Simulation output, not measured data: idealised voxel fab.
Herein follows the process module entitled voxel fin reveal.
The width of the displayed cross-section, cut, is 235 nm; its cells are square, with a size of 5 nm.
A cross-section is written here as square cells arranged in a grid, and it is given in bands from the top down, each band taking up one or more rows of cells.
Basically the band line says how high the top is and how high the bottom is, in nm, and then what's in it from left to right, every material with its width in nm. Empty space shows up as "blank", and if a single material carries "all across" it runs the full band edge to edge.
Beneath 0, the wafer as received is one material, and that level is where height counting begins. The lowest band goes on downward without a bottom; it is written like "0 -> down".
With a width like "30..40", each row of cells in the band differs from the next by the same amount, the top row carrying the first number and the bottom row the second.
You'll sometimes find "no alterations made" written for a step, and that's the way of saying that nowhere in the cross-section did a cell change during that step.
"Sealed void inventory" contains a list of empty spaces, each no smaller than 8 cells and without an open way to the top, written in the form width x height at distance with the distance from the left edge and all three in nm.
The remark found on a step's line after its settings is issued by the simulator itself and pertains to that step.
What "overlay nm" on a step's line means: if the step has a mask, that mask lay this far to the right of its planned place, or, when the value is negative, to the left.

Plan
step 1: RECEIVE: material Si
step 2: CONFORMAL_DEP: material SiN, thk nm 5
step 3: PATTERN: tone cover, mask id FINS, material resist, width nm 15, pitch nm 40, thk nm 20, overlay nm 0
step 4: DIRECTIONAL_ETCH: etch materials SiN, depth nm 5
step 5: DIRECTIONAL_ETCH: etch materials Si, depth nm 35
step 6: STRIP: etch materials resist
step 7: OXIDIZE: depth nm 5
step 8: FILL_DEP: material SiO2, thk nm 5
step 9: CMP: height nm 5
step 10: SELECTIVE_ETCH: etch materials SiO2, depth nm 15
step 11: STRIP: etch materials SiN
step 12: CONFORMAL_DEP: material SiO2, thk nm 5

Of two wafers, the first: run according to plan

So this is the incoming wafer in cross-section - it's already been through step 1
0 -> down = Si all across
Sealed void inventory: none

Wafer after step 2 (cross-section)
5 -> 0 = SiN all across
below 0: unchanged

Wafer after step 3 (cross-section)
25 -> 5 = blank 50 / resist 15 / blank 25 / resist 15 / blank 25 / resist 15 / blank 25 / resist 15 / blank 50
below 5: unchanged

Wafer after step 4 (cross-section)
25 -> 5 = blank 50 / resist 15 / blank 25 / resist 15 / blank 25 / resist 15 / blank 25 / resist 15 / blank 50
5 -> 0 = blank 50 / SiN 15 / blank 25 / SiN 15 / blank 25 / SiN 15 / blank 25 / SiN 15 / blank 50
below 0: unchanged

Wafer after step 5 (cross-section)
25 -> 5 = blank 50 / resist 15 / blank 25 / resist 15 / blank 25 / resist 15 / blank 25 / resist 15 / blank 50
5 -> 0 = blank 50 / SiN 15 / blank 25 / SiN 15 / blank 25 / SiN 15 / blank 25 / SiN 15 / blank 50
0 -> -35 = blank 50 / Si 15 / blank 25 / Si 15 / blank 25 / Si 15 / blank 25 / Si 15 / blank 50
below -35: unchanged

Wafer after step 6 (cross-section)
5 -> 0 = blank 50 / SiN 15 / blank 25 / SiN 15 / blank 25 / SiN 15 / blank 25 / SiN 15 / blank 50
below 0: unchanged

Wafer after step 7 (cross-section)
5 -> 0 = blank 50 / SiN 15 / blank 25 / SiN 15 / blank 25 / SiN 15 / blank 25 / SiN 15 / blank 50
0 -> -35 = blank 50 / SiO2 5 / Si 5 / SiO2 5 / blank 25 / SiO2 5 / Si 5 / SiO2 5 / blank 25 / SiO2 5 / Si 5 / SiO2 5 / blank 25 / SiO2 5 / Si 5 / SiO2 5 / blank 50
-35 -> -40 = SiO2 55 / Si 5 / SiO2 35 / Si 5 / SiO2 35 / Si 5 / SiO2 35 / Si 5 / SiO2 55
below -40: unchanged

Wafer after step 8 (cross-section)
10 -> 5 = SiO2 all across
5 -> 0 = SiO2 50 / SiN 15 / SiO2 25 / SiN 15 / SiO2 25 / SiN 15 / SiO2 25 / SiN 15 / SiO2 50
0 -> -40 = SiO2 55 / Si 5 / SiO2 35 / Si 5 / SiO2 35 / Si 5 / SiO2 35 / Si 5 / SiO2 55
below -40: unchanged

Wafer after step 9 (cross-section)
5 -> 0 = SiO2 50 / SiN 15 / SiO2 25 / SiN 15 / SiO2 25 / SiN 15 / SiO2 25 / SiN 15 / SiO2 50
below 0: unchanged

Wafer after step 10 (cross-section)
5 -> 0 = blank 50 / SiN 15 / blank 25 / SiN 15 / blank 25 / SiN 15 / blank 25 / SiN 15 / blank 50
0 -> -10 = blank 55 / Si 5 / blank 35 / Si 5 / blank 35 / Si 5 / blank 35 / Si 5 / blank 55
below -10: unchanged

Wafer after step 11 (cross-section)
0 -> -10 = blank 55 / Si 5 / blank 35 / Si 5 / blank 35 / Si 5 / blank 35 / Si 5 / blank 55
below -10: unchanged

Wafer after step 12 (cross-section)
5 -> 0 = blank 50 / SiO2 15 / blank 25 / SiO2 15 / blank 25 / SiO2 15 / blank 25 / SiO2 15 / blank 50
0 -> -5 = blank 50 / SiO2 5 / Si 5 / SiO2 5 / blank 25 / SiO2 5 / Si 5 / SiO2 5 / blank 25 / SiO2 5 / Si 5 / SiO2 5 / blank 25 / SiO2 5 / Si 5 / SiO2 5 / blank 50
-5 -> -40 = SiO2 55 / Si 5 / SiO2 35 / Si 5 / SiO2 35 / Si 5 / SiO2 35 / Si 5 / SiO2 55
below -40: unchanged

Second wafer, same starting state and plan as the first, one mistake in the run, identical through step 7

Cross-section, second wafer, at the end time the plan gives for step 8
10 -> 0 = SiN all across
0 -> -35 = SiN 50 / SiO2 5 / Si 5 / SiO2 5 / SiN 25 / SiO2 5 / Si 5 / SiO2 5 / SiN 25 / SiO2 5 / Si 5 / SiO2 5 / SiN 25 / SiO2 5 / Si 5 / SiO2 5 / SiN 50
below -35: unchanged

Cross-section, second wafer, at the end time the plan gives for step 9
5 -> 0 = SiN all across
below 0: unchanged

Cross-section, second wafer, at the end time the plan gives for step 10: no alterations made

Cross-section, second wafer, at the end time the plan gives for step 11
0 -> -35 = blank 50 / SiO2 5 / Si 5 / SiO2 5 / blank 25 / SiO2 5 / Si 5 / SiO2 5 / blank 25 / SiO2 5 / Si 5 / SiO2 5 / blank 25 / SiO2 5 / Si 5 / SiO2 5 / blank 50
below -35: unchanged

Cross-section, second wafer, at the end time the plan gives for step 12
5 -> 0 = blank 45 / SiO2 25 / blank 15 / SiO2 25 / blank 15 / SiO2 25 / blank 15 / SiO2 25 / blank 45
0 -> -30 = blank 45 / SiO2 10 / Si 5 / SiO2 10 / blank 15 / SiO2 10 / Si 5 / SiO2 10 / blank 15 / SiO2 10 / Si 5 / SiO2 10 / blank 15 / SiO2 10 / Si 5 / SiO2 10 / blank 45
-30 -> -40 = SiO2 55 / Si 5 / SiO2 35 / Si 5 / SiO2 35 / Si 5 / SiO2 35 / Si 5 / SiO2 55
below -40: unchanged
Here's what went sideways: step 8 went in with a setting other than planned; the actual run was FILL_DEP: material SiN, thk nm 5
The final cell counts differ between the wafers, with the second having more or fewer of some materials than the first: -119 SiO2
